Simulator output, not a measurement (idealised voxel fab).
The following is a process module called voxel self aligned vias.
Xsec cut, 255 nm wide, square cell size 5 nm.
In this document a cross-section is written as a grid of square cells. It is given as a series of bands, listed from the top down, and a band is one or more rows of cells.
The entry gives the band's vertical extent as a top height and a bottom height in nm, then its horizontal make-up as materials from left to right, each with a width in nm. "air" stands for empty space; a single material marked "edge to edge" fills the band edge to edge.
Height datum 0, below which the as-received substrate wafer is one material. Lowest band open at the bottom, running downward: "z 0 and below".
The expression "30->40" gives the width at the extremes of the band, the first number at its top row of cells and the second at its bottom row, with the width changing by equal amounts from each row to the next in between.
Reading "nothing changed" for a step: not a cell of the cross-section changed in it.
Closed-off voids of 8+ cells (no open route to the top) go in "Sealed internal cavities", written width x height at distance from the left edge, in nm.
It should be noted that, on the line of a given step, the content following the step's settings is a remark produced by the simulator itself with respect to that step.
Among the settings permitted on a step's line is "overlay nm"; applied to a step with a mask, it specifies the extent to which the mask lay to the right of its planned position, whereas a negative figure signifies a position to the left.
For the reader: what remains of this document is a series of pairs, each showing a cross-section before one process step and a cross-section after that step which reaches down only to the lowest band that changed, with the step between them and its settings set out under the pair. It should not be assumed that a pair continues from the pair above it; the pairs can come from different runs of this module on the same starting wafer, and such continuity exists only where the entry headed "Before the step" says so.

Before the step:
z 0 and below = Si edge to edge
Sealed internal cavities: none

After the Step:
z 10 to 0 = SiO2 edge to edge
Unchanged below 0.
Sealed internal cavities: none
Relating the two cross-sections above, the step in between is CONFORMAL_DEP | material SiO2 | thk nm 10

Before the step: per the after cross-section of the pair just above.

After the Step:
z 15 to 10 = SiCN edge to edge
Unchanged below 10.
Sealed internal cavities: none
Relating the two cross-sections above, the step in between is CONFORMAL_DEP | material SiCN | thk nm 5

Before the step: per the after cross-section of the pair just above.

After the Step:
z 40 to 15 = lowk edge to edge
Unchanged below 15.
Sealed internal cavities: none
Relating the two cross-sections above, the step in between is DIRECTIONAL_DEP | material lowk | thk nm 25

Before the step: per the after cross-section of the pair just above.

After the Step:
z 50 to 40 = aC edge to edge
Unchanged below 40.
Sealed internal cavities: none
Relating the two cross-sections above, the step in between is DIRECTIONAL_DEP | material aC | thk nm 10

Before the step: per the after cross-section of the pair just above.

After the Step:
z 75 to 50 = 50 resist, then 25 air, then 40 resist, then 25 air, then 40 resist, then 25 air, then 50 resist
Unchanged below 50.
Sealed internal cavities: none
Relating the two cross-sections above, the step in between is PATTERN | tone open | mask id LINES | material resist | width nm 25 | pitch nm 65 | thk nm 25 | overlay nm 0

Before the step: per the after cross-section of the pair just above.

After the Step:
z 65 to 50 = 50 resist, then 25 air, then 40 resist, then 25 air, then 40 resist, then 25 air, then 50 resist
z 50 to 40 = 50 aC, then 25 air, then 40 aC, then 25 air, then 40 aC, then 25 air, then 50 aC
Unchanged below 40.
Sealed internal cavities: none
Relating the two cross-sections above, the step in between is DIRECTIONAL_ETCH | etch materials aC | depth nm 10

Before the step: per the after cross-section of the pair just above.

After the Step:
z 50 to 40 = 50 aC, then 25 air, then 40 aC, then 25 air, then 40 aC, then 25 air, then 50 aC
Unchanged below 40.
Sealed internal cavities: none
Relating the two cross-sections above, the step in between is STRIP | etch materials resist

Before the step: per the after cross-section of the pair just above.

After the Step:
z 50 to 40 = 50 aC, then 25 air, then 40 aC, then 25 air, then 40 aC, then 25 air, then 50 aC
z 40 to 15 = 50 lowk, then 25 air, then 40 lowk, then 25 air, then 40 lowk, then 25 air, then 50 lowk
Unchanged below 15.
Sealed internal cavities: none
Relating the two cross-sections above, the step in between is DIRECTIONAL_ETCH | etch materials lowk | depth nm 25

Before the step: per the after cross-section of the pair just above.

After the Step:
z 40 to 15 = 50 lowk, then 25 air, then 40 lowk, then 25 air, then 40 lowk, then 25 air, then 50 lowk
Unchanged below 15.
Sealed internal cavities: none
Relating the two cross-sections above, the step in between is STRIP | etch materials aC

Before the step: per the after cross-section of the pair just above.

After the Step:
z 45 to 40 = 55 TiN, then 15 air, then 50 TiN, then 15 air, then 50 TiN, then 15 air, then 55 TiN
z 40 to 20 = 50 lowk, then 5 TiN, then 15 air, then 5 TiN, then 40 lowk, then 5 TiN, then 15 air, then 5 TiN, then 40 lowk, then 5 TiN, then 15 air, then 5 TiN, then 50 lowk
z 20 to 15 = 50 lowk, then 25 TiN, then 40 lowk, then 25 TiN, then 40 lowk, then 25 TiN, then 50 lowk
Unchanged below 15.
Sealed internal cavities: none
Relating the two cross-sections above, the step in between is CONFORMAL_DEP | material TiN | thk nm 5

Before the step: per the after cross-section of the pair just above.

After the Step:
z 55 to 45 = W edge to edge
z 45 to 40 = 55 TiN, then 15 W, then 50 TiN, then 15 W, then 50 TiN, then 15 W, then 55 TiN
z 40 to 20 = 50 lowk, then 5 TiN, then 15 W, then 5 TiN, then 40 lowk, then 5 TiN, then 15 W, then 5 TiN, then 40 lowk, then 5 TiN, then 15 W, then 5 TiN, then 50 lowk
Unchanged below 20.
Sealed internal cavities: none
Relating the two cross-sections above, the step in between is FILL_DEP | material W | thk nm 10

Before the step: per the after cross-section of the pair just above.

After the Step:
z 40 to 20 = 50 lowk, then 5 TiN, then 15 W, then 5 TiN, then 40 lowk, then 5 TiN, then 15 W, then 5 TiN, then 40 lowk, then 5 TiN, then 15 W, then 5 TiN, then 50 lowk
Unchanged below 20.
Sealed internal cavities: none
Relating the two cross-sections above, the step in between is CMP | height nm 40

Before the step: per the after cross-section of the pair just above.

After the Step:
z 40 to 35 = 50 lowk, then 25 air, then 40 lowk, then 25 air, then 40 lowk, then 25 air, then 50 lowk
Unchanged below 35.
Sealed internal cavities: none
Relating the two cross-sections above, the step in between is SELECTIVE_ETCH | etch materials W Ru TiN | depth nm 5

Before the step: per the after cross-section of the pair just above.

After the Step:
z 45 to 40 = SiN edge to edge
z 40 to 35 = 50 lowk, then 25 SiN, then 40 lowk, then 25 SiN, then 40 lowk, then 25 SiN, then 50 lowk
Unchanged below 35.
Sealed internal cavities: none
Relating the two cross-sections above, the step in between is FILL_DEP | material SiN | thk nm 5

Before the step: per the after cross-section of the pair just above.

After the Step:
z 40 to 35 = 50 lowk, then 25 SiN, then 40 lowk, then 25 SiN, then 40 lowk, then 25 SiN, then 50 lowk
Unchanged below 35.
Sealed internal cavities: none
Relating the two cross-sections above, the step in between is CMP | height nm 40

Before the step: per the after cross-section of the pair just above.

After the Step:
z 55 to 40 = lowk edge to edge
Unchanged below 40.
Sealed internal cavities: none
Relating the two cross-sections above, the step in between is DIRECTIONAL_DEP | material lowk | thk nm 15

Before the step: per the after cross-section of the pair just above.

After the Step:
z 55 to 40 = 40 lowk, then 45 air, then 85 lowk, then 45 air, then 40 lowk
Unchanged below 40.
Sealed internal cavities: none
Relating the two cross-sections above, the step in between is MASKED_ETCH | tone open | mask id VIAS | width nm 45 | pitch nm 130 | etch materials lowk | depth nm 15 | overlay nm 0

Before the step: per the after cross-section of the pair just above.

After the Step:
z 55 to 40 = 40 lowk, then 45 air, then 85 lowk, then 45 air, then 40 lowk
z 40 to 35 = 50 lowk, then 25 air, then 40 lowk, then 25 SiN, then 40 lowk, then 25 air, then 50 lowk
Unchanged below 35.
Sealed internal cavities: none
Relating the two cross-sections above, the step in between is MASKED_ETCH | tone open | mask id VIAS | width nm 45 | pitch nm 130 | etch materials SiN | depth nm 5 | overlay nm 0

Before the step: per the after cross-section of the pair just above.

After the Step:
z 60 to 55 = 45 TiN, then 35 air, then 95 TiN, then 35 air, then 45 TiN
z 55 to 45 = 40 lowk, then 5 TiN, then 35 air, then 5 TiN, then 85 lowk, then 5 TiN, then 35 air, then 5 TiN, then 40 lowk
z 45 to 40 = 40 lowk, then 15 TiN, then 15 air, then 15 TiN, then 85 lowk, then 15 TiN, then 15 air, then 15 TiN, then 40 lowk
z 40 to 35 = 50 lowk, then 25 TiN, then 40 lowk, then 25 SiN, then 40 lowk, then 25 TiN, then 50 lowk
Unchanged below 35.
Sealed internal cavities: none
Relating the two cross-sections above, the step in between is CONFORMAL_DEP | material TiN | thk nm 5

Before the step: per the after cross-section of the pair just above.

After the Step:
z 65 to 60 = Ru edge to edge
z 60 to 55 = 45 TiN, then 35 Ru, then 95 TiN, then 35 Ru, then 45 TiN
z 55 to 45 = 40 lowk, then 5 TiN, then 35 Ru, then 5 TiN, then 85 lowk, then 5 TiN, then 35 Ru, then 5 TiN, then 40 lowk
z 45 to 40 = 40 lowk, then 15 TiN, then 15 Ru, then 15 TiN, then 85 lowk, then 15 TiN, then 15 Ru, then 15 TiN, then 40 lowk
Unchanged below 40.
Sealed internal cavities: none
Relating the two cross-sections above, the step in between is FILL_DEP | material Ru | thk nm 5

Before the step: per the after cross-section of the pair just above.

After the Step:
z 55 to 45 = 40 lowk, then 5 TiN, then 35 Ru, then 5 TiN, then 85 lowk, then 5 TiN, then 35 Ru, then 5 TiN, then 40 lowk
Unchanged below 45.
Sealed internal cavities: none
Relating the two cross-sections above, the step in between is CMP | height nm 55

Before the step: per the after cross-section of the pair just above.

After the Step:
z 60 to 55 = SiN edge to edge
Unchanged below 55.
Sealed internal cavities: none
Relating the two cross-sections above, the step in between is CONFORMAL_DEP | material SiN | thk nm 5

Before the step:
z 10 to 0 = SiO2 edge to edge
z 0 and below = Si edge to edge
Sealed internal cavities: none

After the Step:
z 35 to 10 = lowk edge to edge
Unchanged below 10.
Sealed internal cavities: none
Relating the two cross-sections above, the step in between is DIRECTIONAL_DEP | material lowk | thk nm 25

Before the step: per the after cross-section of the pair just above.

After the Step:
z 45 to 35 = aC edge to edge
Unchanged below 35.
Sealed internal cavities: none
Relating the two cross-sections above, the step in between is DIRECTIONAL_DEP | material aC | thk nm 10

Before the step: per the after cross-section of the pair just above.

After the Step:
z 70 to 45 = 50 resist, then 25 air, then 40 resist, then 25 air, then 40 resist, then 25 air, then 50 resist
Unchanged below 45.
Sealed internal cavities: none
Relating the two cross-sections above, the step in between is PATTERN | tone open | mask id LINES | material resist | width nm 25 | pitch nm 65 | thk nm 25 | overlay nm 0

Before the step: per the after cross-section of the pair just above.

After the Step:
z 60 to 45 = 50 resist, then 25 air, then 40 resist, then 25 air, then 40 resist, then 25 air, then 50 resist
z 45 to 35 = 50 aC, then 25 air, then 40 aC, then 25 air, then 40 aC, then 25 air, then 50 aC
Unchanged below 35.
Sealed internal cavities: none
Relating the two cross-sections above, the step in between is DIRECTIONAL_ETCH | etch materials aC | depth nm 10

Before the step: per the after cross-section of the pair just above.

After the Step:
z 45 to 35 = 50 aC, then 25 air, then 40 aC, then 25 air, then 40 aC, then 25 air, then 50 aC
Unchanged below 35.
Sealed internal cavities: none
Relating the two cross-sections above, the step in between is STRIP | etch materials resist

Before the step: per the after cross-section of the pair just above.

After the Step:
z 45 to 35 = 50 aC, then 25 air, then 40 aC, then 25 air, then 40 aC, then 25 air, then 50 aC
z 35 to 10 = 50 lowk, then 25 air, then 40 lowk, then 25 air, then 40 lowk, then 25 air, then 50 lowk
Unchanged below 10.
Sealed internal cavities: none
Relating the two cross-sections above, the step in between is DIRECTIONAL_ETCH | etch materials lowk | depth nm 25

Before the step: per the after cross-section of the pair just above.

After the Step:
z 35 to 10 = 50 lowk, then 25 air, then 40 lowk, then 25 air, then 40 lowk, then 25 air, then 50 lowk
Unchanged below 10.
Sealed internal cavities: none
Relating the two cross-sections above, the step in between is STRIP | etch materials aC

Before the step: per the after cross-section of the pair just above.

After the Step:
z 40 to 35 = 55 TiN, then 15 air, then 50 TiN, then 15 air, then 50 TiN, then 15 air, then 55 TiN
z 35 to 15 = 50 lowk, then 5 TiN, then 15 air, then 5 TiN, then 40 lowk, then 5 TiN, then 15 air, then 5 TiN, then 40 lowk, then 5 TiN, then 15 air, then 5 TiN, then 50 lowk
z 15 to 10 = 50 lowk, then 25 TiN, then 40 lowk, then 25 TiN, then 40 lowk, then 25 TiN, then 50 lowk
Unchanged below 10.
Sealed internal cavities: none
Relating the two cross-sections above, the step in between is CONFORMAL_DEP | material TiN | thk nm 5

Before the step: per the after cross-section of the pair just above.

After the Step:
z 50 to 40 = W edge to edge
z 40 to 35 = 55 TiN, then 15 W, then 50 TiN, then 15 W, then 50 TiN, then 15 W, then 55 TiN
z 35 to 15 = 50 lowk, then 5 TiN, then 15 W, then 5 TiN, then 40 lowk, then 5 TiN, then 15 W, then 5 TiN, then 40 lowk, then 5 TiN, then 15 W, then 5 TiN, then 50 lowk
Unchanged below 15.
Sealed internal cavities: none
Relating the two cross-sections above, the step in between is FILL_DEP | material W | thk nm 10

Before the step: per the after cross-section of the pair just above.

After the Step:
z 40 to 35 = 55 TiN, then 15 W, then 50 TiN, then 15 W, then 50 TiN, then 15 W, then 55 TiN
Unchanged below 35.
Sealed internal cavities: none
Relating the two cross-sections above, the step in between is CMP | height nm 40

Before the step: per the after cross-section of the pair just above.

After the Step:
z 35 to 15 = 50 lowk, then 5 TiN, then 15 W, then 5 TiN, then 40 lowk, then 5 TiN, then 15 W, then 5 TiN, then 40 lowk, then 5 TiN, then 15 W, then 5 TiN, then 50 lowk
Unchanged below 15.
Sealed internal cavities: none
Relating the two cross-sections above, the step in between is SELECTIVE_ETCH | etch materials W Ru TiN | depth nm 5

Before the step: per the after cross-section of the pair just above.

After the Step:
z 40 to 35 = SiN edge to edge
Unchanged below 35.
Sealed internal cavities: none
Relating the two cross-sections above, the step in between is FILL_DEP | material SiN | thk nm 5

Before the step: per the after cross-section of the pair just above.

After the Step:
z 55 to 40 = lowk edge to edge
Unchanged below 40.
Sealed internal cavities: none
Relating the two cross-sections above, the step in between is DIRECTIONAL_DEP | material lowk | thk nm 15

Before the step: per the after cross-section of the pair just above.

After the Step:
z 55 to 40 = 40 lowk, then 45 air, then 85 lowk, then 45 air, then 40 lowk
Unchanged below 40.
Sealed internal cavities: none
Relating the two cross-sections above, the step in between is MASKED_ETCH | tone open | mask id VIAS | width nm 45 | pitch nm 130 | etch materials lowk | depth nm 15 | overlay nm 0

Before the step: per the after cross-section of the pair just above.

After the Step:
z 55 to 40 = 40 lowk, then 45 air, then 85 lowk, then 45 air, then 40 lowk
z 40 to 35 = 40 SiN, then 45 air, then 85 SiN, then 45 air, then 40 SiN
Unchanged below 35.
Sealed internal cavities: none
Relating the two cross-sections above, the step in between is MASKED_ETCH | tone open | mask id VIAS | width nm 45 | pitch nm 130 | etch materials SiN | depth nm 5 | overlay nm 0

Before the step: per the after cross-section of the pair just above.

After the Step:
z 60 to 55 = 45 TiN, then 35 air, then 95 TiN, then 35 air, then 45 TiN
z 55 to 40 = 40 lowk, then 5 TiN, then 35 air, then 5 TiN, then 85 lowk, then 5 TiN, then 35 air, then 5 TiN, then 40 lowk
z 40 to 35 = 40 SiN, then 45 TiN, then 85 SiN, then 45 TiN, then 40 SiN
Unchanged below 35.
Sealed internal cavities: none
Relating the two cross-sections above, the step in between is CONFORMAL_DEP | material TiN | thk nm 5

Before the step: per the after cross-section of the pair just above.

After the Step:
z 65 to 60 = Ru edge to edge
z 60 to 55 = 45 TiN, then 35 Ru, then 95 TiN, then 35 Ru, then 45 TiN
z 55 to 40 = 40 lowk, then 5 TiN, then 35 Ru, then 5 TiN, then 85 lowk, then 5 TiN, then 35 Ru, then 5 TiN, then 40 lowk
Unchanged below 40.
Sealed internal cavities: none
Relating the two cross-sections above, the step in between is FILL_DEP | material Ru | thk nm 5

Before the step: per the after cross-section of the pair just above.

After the Step:
z 55 to 40 = 40 lowk, then 5 TiN, then 35 Ru, then 5 TiN, then 85 lowk, then 5 TiN, then 35 Ru, then 5 TiN, then 40 lowk
Unchanged below 40.
Sealed internal cavities: none
Relating the two cross-sections above, the step in between is CMP | height nm 55

Before the step: per the after cross-section of the pair just above.

After the Step:
z 60 to 55 = SiN edge to edge
Unchanged below 55.
Sealed internal cavities: none
Relating the two cross-sections above, the step in between is CONFORMAL_DEP | material SiN | thk nm 5

Before the step:
z 55 to 40 = 40 lowk, then 45 air, then 85 lowk, then 45 air, then 40 lowk
z 40 to 35 = 50 lowk, then 25 SiN, then 40 lowk, then 25 SiN, then 40 lowk, then 25 SiN, then 50 lowk
z 35 to 20 = 50 lowk, then 5 TiN, then 15 W, then 5 TiN, then 40 lowk, then 5 TiN, then 15 W, then 5 TiN, then 40 lowk, then 5 TiN, then 15 W, then 5 TiN, then 50 lowk
z 20 to 15 = 50 lowk, then 25 TiN, then 40 lowk, then 25 TiN, then 40 lowk, then 25 TiN, then 50 lowk
z 15 to 10 = SiCN edge to edge
z 10 to 0 = SiO2 edge to edge
z 0 and below = Si edge to edge
Sealed internal cavities: none

After the Step:
z 55 to 40 = 40 lowk, then 45 air, then 85 lowk, then 45 air, then 40 lowk
z 40 to 35 = 40 lowk, then 10 air, then 25 SiN, then 10 air, then 30 lowk, then 25 SiN, then 30 lowk, then 10 air, then 25 SiN, then 10 air, then 40 lowk
z 35 to 25 = 40 lowk, then 10 air, then 5 TiN, then 15 W, then 5 TiN, then 10 air, then 30 lowk, then 5 TiN, then 15 W, then 5 TiN, then 30 lowk, then 10 air, then 5 TiN, then 15 W, then 5 TiN, then 10 air, then 40 lowk
Unchanged below 25.
Sealed internal cavities: none
Relating the two cross-sections above, the step in between is MASKED_ETCH | tone open | mask id VIAS | width nm 45 | pitch nm 130 | etch materials lowk | depth nm 15 | overlay nm 0

Before the step: per the after cross-section of the pair just above.

After the Step:
z 55 to 40 = 40 lowk, then 45 air, then 85 lowk, then 45 air, then 40 lowk
z 40 to 35 = 40 lowk, then 45 air, then 30 lowk, then 25 SiN, then 30 lowk, then 45 air, then 40 lowk
Unchanged below 35.
Sealed internal cavities: none
Relating the two cross-sections above, the step in between is MASKED_ETCH | tone open | mask id VIAS | width nm 45 | pitch nm 130 | etch materials SiN | depth nm 5 | overlay nm 0

Before the step: per the after cross-section of the pair just above.

After the Step:
z 60 to 55 = 45 TiN, then 35 air, then 95 TiN, then 35 air, then 45 TiN
z 55 to 40 = 40 lowk, then 5 TiN, then 35 air, then 5 TiN, then 85 lowk, then 5 TiN, then 35 air, then 5 TiN, then 40 lowk
z 40 to 35 = 40 lowk, then 45 TiN, then 30 lowk, then 25 SiN, then 30 lowk, then 45 TiN, then 40 lowk
z 35 to 25 = 40 lowk, then 15 TiN, then 15 W, then 15 TiN, then 30 lowk, then 5 TiN, then 15 W, then 5 TiN, then 30 lowk, then 15 TiN, then 15 W, then 15 TiN, then 40 lowk
Unchanged below 25.
Sealed internal cavities: none
Relating the two cross-sections above, the step in between is CONFORMAL_DEP | material TiN | thk nm 5

Before the step: per the after cross-section of the pair just above.

After the Step:
z 65 to 60 = Ru edge to edge
z 60 to 55 = 45 TiN, then 35 Ru, then 95 TiN, then 35 Ru, then 45 TiN
z 55 to 40 = 40 lowk, then 5 TiN, then 35 Ru, then 5 TiN, then 85 lowk, then 5 TiN, then 35 Ru, then 5 TiN, then 40 lowk
Unchanged below 40.
Sealed internal cavities: none
Relating the two cross-sections above, the step in between is FILL_DEP | material Ru | thk nm 5

Before the step: per the after cross-section of the pair just above.

After the Step:
z 55 to 40 = 40 lowk, then 5 TiN, then 35 Ru, then 5 TiN, then 85 lowk, then 5 TiN, then 35 Ru, then 5 TiN, then 40 lowk
Unchanged below 40.
Sealed internal cavities: none
Relating the two cross-sections above, the step in between is CMP | height nm 55

Before the step: per the after cross-section of the pair just above.

After the Step:
z 60 to 55 = SiN edge to edge
Unchanged below 55.
Sealed internal cavities: none
Relating the two cross-sections above, the step in between is CONFORMAL_DEP | material SiN | thk nm 5

Before the step:
z 0 and below = Si edge to edge
Sealed internal cavities: none

After the Step:
z 5 to 0 = SiCN edge to edge
Unchanged below 0.
Sealed internal cavities: none
Relating the two cross-sections above, the step in between is CONFORMAL_DEP | material SiCN | thk nm 5

Before the step: per the after cross-section of the pair just above.

After the Step:
z 15 to 5 = SiO2 edge to edge
Unchanged below 5.
Sealed internal cavities: none
Relating the two cross-sections above, the step in between is CONFORMAL_DEP | material SiO2 | thk nm 10

Before the step: per the after cross-section of the pair just above.

After the Step:
z 40 to 15 = lowk edge to edge
Unchanged below 15.
Sealed internal cavities: none
Relating the two cross-sections above, the step in between is DIRECTIONAL_DEP | material lowk | thk nm 25

Before the step: per the after cross-section of the pair just above.

After the Step:
z 50 to 40 = aC edge to edge
Unchanged below 40.
Sealed internal cavities: none
Relating the two cross-sections above, the step in between is DIRECTIONAL_DEP | material aC | thk nm 10

Before the step: per the after cross-section of the pair just above.

After the Step:
z 75 to 50 = 50 resist, then 25 air, then 40 resist, then 25 air, then 40 resist, then 25 air, then 50 resist
Unchanged below 50.
Sealed internal cavities: none
Relating the two cross-sections above, the step in between is PATTERN | tone open | mask id LINES | material resist | width nm 25 | pitch nm 65 | thk nm 25 | overlay nm 0

Before the step: per the after cross-section of the pair just above.

After the Step:
z 65 to 50 = 50 resist, then 25 air, then 40 resist, then 25 air, then 40 resist, then 25 air, then 50 resist
z 50 to 40 = 50 aC, then 25 air, then 40 aC, then 25 air, then 40 aC, then 25 air, then 50 aC
Unchanged below 40.
Sealed internal cavities: none
Relating the two cross-sections above, the step in between is DIRECTIONAL_ETCH | etch materials aC | depth nm 10

Before the step: per the after cross-section of the pair just above.

After the Step:
z 50 to 40 = 50 aC, then 25 air, then 40 aC, then 25 air, then 40 aC, then 25 air, then 50 aC
Unchanged below 40.
Sealed internal cavities: none
Relating the two cross-sections above, the step in between is STRIP | etch materials resist

Before the step: per the after cross-section of the pair just above.

After the Step:
z 50 to 40 = 50 aC, then 25 air, then 40 aC, then 25 air, then 40 aC, then 25 air, then 50 aC
z 40 to 15 = 50 lowk, then 25 air, then 40 lowk, then 25 air, then 40 lowk, then 25 air, then 50 lowk
Unchanged below 15.
Sealed internal cavities: none
Relating the two cross-sections above, the step in between is DIRECTIONAL_ETCH | etch materials lowk | depth nm 25

Before the step: per the after cross-section of the pair just above.

After the Step:
z 40 to 15 = 50 lowk, then 25 air, then 40 lowk, then 25 air, then 40 lowk, then 25 air, then 50 lowk
Unchanged below 15.
Sealed internal cavities: none
Relating the two cross-sections above, the step in between is STRIP | etch materials aC

Before the step: per the after cross-section of the pair just above.

After the Step:
z 45 to 40 = 55 TiN, then 15 air, then 50 TiN, then 15 air, then 50 TiN, then 15 air, then 55 TiN
z 40 to 20 = 50 lowk, then 5 TiN, then 15 air, then 5 TiN, then 40 lowk, then 5 TiN, then 15 air, then 5 TiN, then 40 lowk, then 5 TiN, then 15 air, then 5 TiN, then 50 lowk
z 20 to 15 = 50 lowk, then 25 TiN, then 40 lowk, then 25 TiN, then 40 lowk, then 25 TiN, then 50 lowk
Unchanged below 15.
Sealed internal cavities: none
Relating the two cross-sections above, the step in between is CONFORMAL_DEP | material TiN | thk nm 5

Before the step: per the after cross-section of the pair just above.

After the Step:
z 55 to 45 = W edge to edge
z 45 to 40 = 55 TiN, then 15 W, then 50 TiN, then 15 W, then 50 TiN, then 15 W, then 55 TiN
z 40 to 20 = 50 lowk, then 5 TiN, then 15 W, then 5 TiN, then 40 lowk, then 5 TiN, then 15 W, then 5 TiN, then 40 lowk, then 5 TiN, then 15 W, then 5 TiN, then 50 lowk
Unchanged below 20.
Sealed internal cavities: none
Relating the two cross-sections above, the step in between is FILL_DEP | material W | thk nm 10

Before the step: per the after cross-section of the pair just above.

After the Step:
z 40 to 20 = 50 lowk, then 5 TiN, then 15 W, then 5 TiN, then 40 lowk, then 5 TiN, then 15 W, then 5 TiN, then 40 lowk, then 5 TiN, then 15 W, then 5 TiN, then 50 lowk
Unchanged below 20.
Sealed internal cavities: none
Relating the two cross-sections above, the step in between is CMP | height nm 40

Before the step: per the after cross-section of the pair just above.

After the Step:
z 40 to 35 = 50 lowk, then 25 air, then 40 lowk, then 25 air, then 40 lowk, then 25 air, then 50 lowk
Unchanged below 35.
Sealed internal cavities: none
Relating the two cross-sections above, the step in between is SELECTIVE_ETCH | etch materials W Ru TiN | depth nm 5

Before the step: per the after cross-section of the pair just above.

After the Step:
z 45 to 40 = SiN edge to edge
z 40 to 35 = 50 lowk, then 25 SiN, then 40 lowk, then 25 SiN, then 40 lowk, then 25 SiN, then 50 lowk
Unchanged below 35.
Sealed internal cavities: none
Relating the two cross-sections above, the step in between is FILL_DEP | material SiN | thk nm 5

Before the step: per the after cross-section of the pair just above.

After the Step:
z 40 to 35 = 50 lowk, then 25 SiN, then 40 lowk, then 25 SiN, then 40 lowk, then 25 SiN, then 50 lowk
Unchanged below 35.
Sealed internal cavities: none
Relating the two cross-sections above, the step in between is CMP | height nm 40

Before the step: per the after cross-section of the pair just above.

After the Step:
z 55 to 40 = lowk edge to edge
Unchanged below 40.
Sealed internal cavities: none
Relating the two cross-sections above, the step in between is DIRECTIONAL_DEP | material lowk | thk nm 15

Before the step: per the after cross-section of the pair just above.

After the Step:
z 55 to 40 = 40 lowk, then 45 air, then 85 lowk, then 45 air, then 40 lowk
Unchanged below 40.
Sealed internal cavities: none
Relating the two cross-sections above, the step in between is MASKED_ETCH | tone open | mask id VIAS | width nm 45 | pitch nm 130 | etch materials lowk | depth nm 15 | overlay nm 0

Before the step: per the after cross-section of the pair just above.

After the Step:
z 55 to 40 = 40 lowk, then 45 air, then 85 lowk, then 45 air, then 40 lowk
z 40 to 35 = 50 lowk, then 25 air, then 40 lowk, then 25 SiN, then 40 lowk, then 25 air, then 50 lowk
Unchanged below 35.
Sealed internal cavities: none
Relating the two cross-sections above, the step in between is MASKED_ETCH | tone open | mask id VIAS | width nm 45 | pitch nm 130 | etch materials SiN | depth nm 5 | overlay nm 0

Before the step: per the after cross-section of the pair just above.

After the Step:
z 60 to 55 = 45 TiN, then 35 air, then 95 TiN, then 35 air, then 45 TiN
z 55 to 45 = 40 lowk, then 5 TiN, then 35 air, then 5 TiN, then 85 lowk, then 5 TiN, then 35 air, then 5 TiN, then 40 lowk
z 45 to 40 = 40 lowk, then 15 TiN, then 15 air, then 15 TiN, then 85 lowk, then 15 TiN, then 15 air, then 15 TiN, then 40 lowk
z 40 to 35 = 50 lowk, then 25 TiN, then 40 lowk, then 25 SiN, then 40 lowk, then 25 TiN, then 50 lowk
Unchanged below 35.
Sealed internal cavities: none
Relating the two cross-sections above, the step in between is CONFORMAL_DEP | material TiN | thk nm 5

Before the step: per the after cross-section of the pair just above.

After the Step:
z 65 to 60 = Ru edge to edge
z 60 to 55 = 45 TiN, then 35 Ru, then 95 TiN, then 35 Ru, then 45 TiN
z 55 to 45 = 40 lowk, then 5 TiN, then 35 Ru, then 5 TiN, then 85 lowk, then 5 TiN, then 35 Ru, then 5 TiN, then 40 lowk
z 45 to 40 = 40 lowk, then 15 TiN, then 15 Ru, then 15 TiN, then 85 lowk, then 15 TiN, then 15 Ru, then 15 TiN, then 40 lowk
Unchanged below 40.
Sealed internal cavities: none
Relating the two cross-sections above, the step in between is FILL_DEP | material Ru | thk nm 5

Before the step: per the after cross-section of the pair just above.

After the Step:
z 55 to 45 = 40 lowk, then 5 TiN, then 35 Ru, then 5 TiN, then 85 lowk, then 5 TiN, then 35 Ru, then 5 TiN, then 40 lowk
Unchanged below 45.
Sealed internal cavities: none
Relating the two cross-sections above, the step in between is CMP | height nm 55

Before the step: per the after cross-section of the pair just above.

After the Step:
z 60 to 55 = SiN edge to edge
Unchanged below 55.
Sealed internal cavities: none
Relating the two cross-sections above, the step in between is CONFORMAL_DEP | material SiN | thk nm 5

Before the step:
z 0 and below = Si edge to edge
Sealed internal cavities: none

After the Step:
z 15 to 0 = SiO2 edge to edge
Unchanged below 0.
Sealed internal cavities: none
Relating the two cross-sections above, the step in between is CONFORMAL_DEP | material SiO2 | thk nm 15

Before the step: per the after cross-section of the pair just above.

After the Step:
z 20 to 15 = SiCN edge to edge
Unchanged below 15.
Sealed internal cavities: none
Relating the two cross-sections above, the step in between is CONFORMAL_DEP | material SiCN | thk nm 5

Before the step: per the after cross-section of the pair just above.

After the Step:
z 45 to 20 = lowk edge to edge
Unchanged below 20.
Sealed internal cavities: none
Relating the two cross-sections above, the step in between is DIRECTIONAL_DEP | material lowk | thk nm 25

Before the step: per the after cross-section of the pair just above.

After the Step:
z 55 to 45 = aC edge to edge
Unchanged below 45.
Sealed internal cavities: none
Relating the two cross-sections above, the step in between is DIRECTIONAL_DEP | material aC | thk nm 10

Before the step: per the after cross-section of the pair just above.

After the Step:
z 80 to 55 = 50 resist, then 25 air, then 40 resist, then 25 air, then 40 resist, then 25 air, then 50 resist
Unchanged below 55.
Sealed internal cavities: none
Relating the two cross-sections above, the step in between is PATTERN | tone open | mask id LINES | material resist | width nm 25 | pitch nm 65 | thk nm 25 | overlay nm 0

Before the step: per the after cross-section of the pair just above.

After the Step:
z 70 to 55 = 50 resist, then 25 air, then 40 resist, then 25 air, then 40 resist, then 25 air, then 50 resist
z 55 to 45 = 50 aC, then 25 air, then 40 aC, then 25 air, then 40 aC, then 25 air, then 50 aC
Unchanged below 45.
Sealed internal cavities: none
Relating the two cross-sections above, the step in between is DIRECTIONAL_ETCH | etch materials aC | depth nm 10

Before the step: per the after cross-section of the pair just above.

After the Step:
z 55 to 45 = 50 aC, then 25 air, then 40 aC, then 25 air, then 40 aC, then 25 air, then 50 aC
Unchanged below 45.
Sealed internal cavities: none
Relating the two cross-sections above, the step in between is STRIP | etch materials resist

Before the step: per the after cross-section of the pair just above.

After the Step:
z 55 to 45 = 50 aC, then 25 air, then 40 aC, then 25 air, then 40 aC, then 25 air, then 50 aC
z 45 to 20 = 50 lowk, then 25 air, then 40 lowk, then 25 air, then 40 lowk, then 25 air, then 50 lowk
Unchanged below 20.
Sealed internal cavities: none
Relating the two cross-sections above, the step in between is DIRECTIONAL_ETCH | etch materials lowk | depth nm 25

Before the step: per the after cross-section of the pair just above.

After the Step:
z 45 to 20 = 50 lowk, then 25 air, then 40 lowk, then 25 air, then 40 lowk, then 25 air, then 50 lowk
Unchanged below 20.
Sealed internal cavities: none
Relating the two cross-sections above, the step in between is STRIP | etch materials aC
